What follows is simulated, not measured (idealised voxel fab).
The document below concerns the process module designated voxel wiring stack.
Cross-sectional view cut (width: 280 nm; square cell size: 5 nm).
Throughout this document, each cross-section is represented as a grid of square cells and is presented as a sequence of bands enumerated from the top downward, where a band comprises one or more rows of cells. This entry defines a band. It first specifies the height of the band's top and the height of its bottom in nm, and then specifies the band's materials from left to right, stating each material with its width in nm. The word "everywhere" identifies a single material that fills the band from edge to edge, while the word "air" identifies empty space. The reference from which all heights are counted is 0, the level beneath which the as-received wafer is entirely one material; the lowest band, having no lower bound, proceeds downward and is written after the example "0 nm and below". The notation "30->40" denotes a width that varies across the rows of cells in the band, beginning at the first number in the top row, finishing at the second number in the bottom row, and changing by an identical amount from each row to the next. Step marked "remained unchanged"? Then no cell in the cross-section changed in it. Enclosed voids (no open way to top), threshold 8 cells or more, entry "Sealed internal voids", notation width x height at distance, distance from left edge, nm. Heads up: the bit after the settings on a step's line is the simulator's remark on that step. Among the settings permitted on a step's line is "overlay nm"; applied to a step with a mask, it specifies the extent to which the mask lay to the right of its planned position, whereas a negative figure signifies a position to the left.
LISTED BELOW ARE THE PROCESS STEPS AS PLANNED
step 1: op RECEIVE | material Si
step 2: op CONFORMAL_DEP | material SiO2 | thk nm 10
step 3: op CONFORMAL_DEP | material SiCN | thk nm 5
step 4: op DIRECTIONAL_DEP | material lowk | thk nm 25
step 5: op DIRECTIONAL_DEP | material aC | thk nm 10
step 6: op PATTERN | tone open | mask id METAL_1 | material resist | width nm 30 | pitch nm 45 | thk nm 30 | overlay nm 0
step 7: op DIRECTIONAL_ETCH | etch materials aC | depth nm 10
step 8: op STRIP | etch materials resist
step 9: op DIRECTIONAL_ETCH | etch materials lowk | depth nm 25
step 10: op DIRECTIONAL_ETCH | etch materials SiCN | depth nm 5
step 11: op STRIP | etch materials aC
step 12: op CONFORMAL_DEP | material TiN | thk nm 5
step 13: op FILL_DEP | material W | thk nm 5
step 14: op CMP | height nm 40
step 15: op CONFORMAL_DEP | material SiCN | thk nm 5
step 16: op DIRECTIONAL_DEP | material SiO2 | thk nm 25
step 17: op DIRECTIONAL_DEP | material aC | thk nm 15
step 18: op PATTERN | tone open | mask id METAL_2_HOLES | material resist | width nm 15 | thk nm 30 | overlay nm 0
step 19: op DIRECTIONAL_ETCH | etch materials aC | depth nm 15
step 20: op STRIP | etch materials resist
step 21: op DIRECTIONAL_ETCH | etch materials SiO2 | depth nm 25
step 22: op STRIP | etch materials aC
step 23: op PATTERN | tone open | mask id METAL_2 | material resist | width nm 30 | pitch nm 45 | thk nm 20 | overlay nm 0
step 24: op DIRECTIONAL_ETCH | etch materials SiO2 | depth nm 15
step 25: op DIRECTIONAL_ETCH | etch materials SiCN | depth nm 5
step 26: op STRIP | etch materials resist
step 27: op CONFORMAL_DEP | material TiN | thk nm 5
step 28: op FILL_DEP | material Cu | thk nm 10
step 29: op CMP | height nm 70
step 30: op CONFORMAL_DEP | material SiCN | thk nm 5
step 31: op DIRECTIONAL_DEP | material SiO2 | thk nm 15
step 32: op MASKED_ETCH | tone open | mask id PLUG_2 | width nm 15 | pitch nm 45 | etch materials SiO2 | depth nm 15 | overlay nm 0
step 33: op MASKED_ETCH | tone open | mask id PLUG_2 | width nm 15 | pitch nm 45 | etch materials SiCN | depth nm 5 | overlay nm 0
step 34: op EPI | material Ru | thk nm 10
step 35: op EPI | material Ru | thk nm 10
step 36: op DIRECTIONAL_DEP | material TiN | thk nm 5
step 37: op DIRECTIONAL_DEP | material W | thk nm 20
step 38: op PATTERN | tone cover | mask id METAL_3 | material resist | width nm 30 | pitch nm 45 | thk nm 15 | overlay nm 0
step 39: op DIRECTIONAL_ETCH | etch materials W | depth nm 20
step 40: op DIRECTIONAL_ETCH | etch materials TiN | depth nm 5
step 41: op STRIP | etch materials resist
step 42: op CONFORMAL_DEP | material SiCN | thk nm 5
step 43: op FILL_DEP | material SiO2 | thk nm 5
step 44: op CMP | height nm 115
step 45: op CONFORMAL_DEP | material SiCN | thk nm 5
step 46: op DIRECTIONAL_DEP | material SiO2 | thk nm 10
step 47: op DIRECTIONAL_DEP | material aC | thk nm 15
step 48: op PATTERN | tone open | mask id PLUG_3 | material resist | width nm 15 | thk nm 35 | overlay nm 0
step 49: op DIRECTIONAL_ETCH | etch materials aC | depth nm 15
step 50: op STRIP | etch materials resist
step 51: op DIRECTIONAL_ETCH | etch materials SiO2 | depth nm 10
step 52: op DIRECTIONAL_ETCH | etch materials SiCN | depth nm 5
step 53: op STRIP | etch materials aC
step 54: op CONFORMAL_DEP | material TiN | thk nm 5
step 55: op FILL_DEP | material Ru | thk nm 10
step 56: op CMP | height nm 130
step 57: op CONFORMAL_DEP | material SiN | thk nm 5
step 58: op DIRECTIONAL_DEP | material SiO2 | thk nm 25
step 59: op DIRECTIONAL_DEP | material aC | thk nm 10
step 60: op PATTERN | tone open | mask id METAL_4 | material resist | width nm 30 | pitch nm 45 | thk nm 25 | overlay nm 0
step 61: op DIRECTIONAL_ETCH | etch materials aC | depth nm 10
step 62: op STRIP | etch materials resist
step 63: op DIRECTIONAL_ETCH | etch materials SiO2 | depth nm 25
step 64: op DIRECTIONAL_ETCH | etch materials SiN | depth nm 5
step 65: op STRIP | etch materials aC
step 66: op CONFORMAL_DEP | material TiN | thk nm 5
step 67: op FILL_DEP | material Cu | thk nm 5
step 68: op CMP | height nm 160
step 69: op CONFORMAL_DEP | material SiN | thk nm 5
CROSS-SECTION, INCOMING MATERIAL, AFTER STEP 1
0 nm and below | Si everywhere
Sealed internal voids: none
THE FIRST OF THE TWO WAFERS AS SEEN IN CROSS-SECTION ONCE THE MODULE WAS FINISHED; PROCESSING FOLLOWED THE PLAN
165 nm to 160 nm | SiN everywhere
160 nm to 135 nm | 100 nm SiO2; 5 nm TiN; 20 nm Cu; 5 nm TiN; 15 nm SiO2; 5 nm TiN; 20 nm Cu; 5 nm TiN; 105 nm SiO2
135 nm to 130 nm | 100 nm SiN; 30 nm TiN; 15 nm SiN; 30 nm TiN; 105 nm SiN
130 nm to 120 nm | 100 nm SiO2; 5 nm TiN; 5 nm Ru; 5 nm TiN; 165 nm SiO2
120 nm to 115 nm | 100 nm SiCN; 15 nm TiN; 165 nm SiCN
115 nm to 95 nm | 95 nm SiO2; 5 nm SiCN; 30 nm W; 5 nm SiCN; 5 nm SiO2; 5 nm SiCN; 30 nm W; 5 nm SiCN; 100 nm SiO2
95 nm to 90 nm | 100 nm SiCN; 30 nm TiN; 15 nm SiCN; 30 nm TiN; 105 nm SiCN
90 nm to 75 nm | 100 nm SiO2; 15 nm Ru; 30 nm SiO2; 15 nm Ru; 120 nm SiO2
75 nm to 70 nm | 100 nm SiCN; 15 nm Ru; 30 nm SiCN; 15 nm Ru; 120 nm SiCN
70 nm to 60 nm | 100 nm SiO2; 5 nm TiN; 20 nm Cu; 5 nm TiN; 15 nm SiO2; 5 nm TiN; 20 nm Cu; 5 nm TiN; 105 nm SiO2
60 nm to 55 nm | 100 nm SiO2; 5 nm TiN; 5 nm Cu; 20 nm TiN; 15 nm SiO2; 30 nm TiN; 105 nm SiO2
55 nm to 45 nm | 100 nm SiO2; 5 nm TiN; 5 nm Cu; 5 nm TiN; 165 nm SiO2
45 nm to 40 nm | 100 nm SiCN; 15 nm TiN; 165 nm SiCN
40 nm to 15 nm | 100 nm lowk; 5 nm TiN; 20 nm W; 5 nm TiN; 15 nm lowk; 5 nm TiN; 20 nm W; 5 nm TiN; 105 nm lowk
15 nm to 10 nm | 100 nm SiCN; 30 nm TiN; 15 nm SiCN; 30 nm TiN; 105 nm SiCN
10 nm to 0 nm | SiO2 everywhere
0 nm and below | Si everywhere
Sealed internal voids: none
WHAT THE SECOND WAFER LOOKS LIKE IN CROSS-SECTION ONCE THE MODULE IS DONE. ITS START AND ITS PLAN MATCHED THE FIRST WAFER'S EXACTLY; WHAT DIFFERED WAS ONE MISTAKE IN HOW IT WAS RUN
165 nm to 160 nm | SiN everywhere
160 nm to 135 nm | 95 nm Cu; 5 nm TiN; 30 nm SiO2; 5 nm TiN; 5 nm Cu; 5 nm TiN; 30 nm SiO2; 5 nm TiN; 100 nm Cu
135 nm to 130 nm | 100 nm TiN; 30 nm SiN; 15 nm TiN; 30 nm SiN; 105 nm TiN
130 nm to 120 nm | 100 nm SiO2; 5 nm TiN; 5 nm Ru; 5 nm TiN; 165 nm SiO2
120 nm to 115 nm | 100 nm SiCN; 15 nm TiN; 165 nm SiCN
115 nm to 95 nm | 95 nm SiO2; 5 nm SiCN; 30 nm W; 5 nm SiCN; 5 nm SiO2; 5 nm SiCN; 30 nm W; 5 nm SiCN; 100 nm SiO2
95 nm to 90 nm | 100 nm SiCN; 30 nm TiN; 15 nm SiCN; 30 nm TiN; 105 nm SiCN
90 nm to 75 nm | 100 nm SiO2; 15 nm Ru; 30 nm SiO2; 15 nm Ru; 120 nm SiO2
75 nm to 70 nm | 100 nm SiCN; 15 nm Ru; 30 nm SiCN; 15 nm Ru; 120 nm SiCN
70 nm to 60 nm | 100 nm SiO2; 5 nm TiN; 20 nm Cu; 5 nm TiN; 15 nm SiO2; 5 nm TiN; 20 nm Cu; 5 nm TiN; 105 nm SiO2
60 nm to 55 nm | 100 nm SiO2; 5 nm TiN; 5 nm Cu; 20 nm TiN; 15 nm SiO2; 30 nm TiN; 105 nm SiO2
55 nm to 45 nm | 100 nm SiO2; 5 nm TiN; 5 nm Cu; 5 nm TiN; 165 nm SiO2
45 nm to 40 nm | 100 nm SiCN; 15 nm TiN; 165 nm SiCN
40 nm to 15 nm | 100 nm lowk; 5 nm TiN; 20 nm W; 5 nm TiN; 15 nm lowk; 5 nm TiN; 20 nm W; 5 nm TiN; 105 nm lowk
15 nm to 10 nm | 100 nm SiCN; 30 nm TiN; 15 nm SiCN; 30 nm TiN; 105 nm SiCN
10 nm to 0 nm | SiO2 everywhere
0 nm and below | Si everywhere
Sealed internal voids: none
Here's what went sideways: step 60 ran as: op PATTERN | tone cover | mask id METAL_4 | material resist | width nm 30 | pitch nm 45 | thk nm 25 | overlay nm 0
End of process, cell counts, second wafer against first, materials with more or fewer: +160 Cu | -32 SiN | -160 SiO2 | +32 TiN
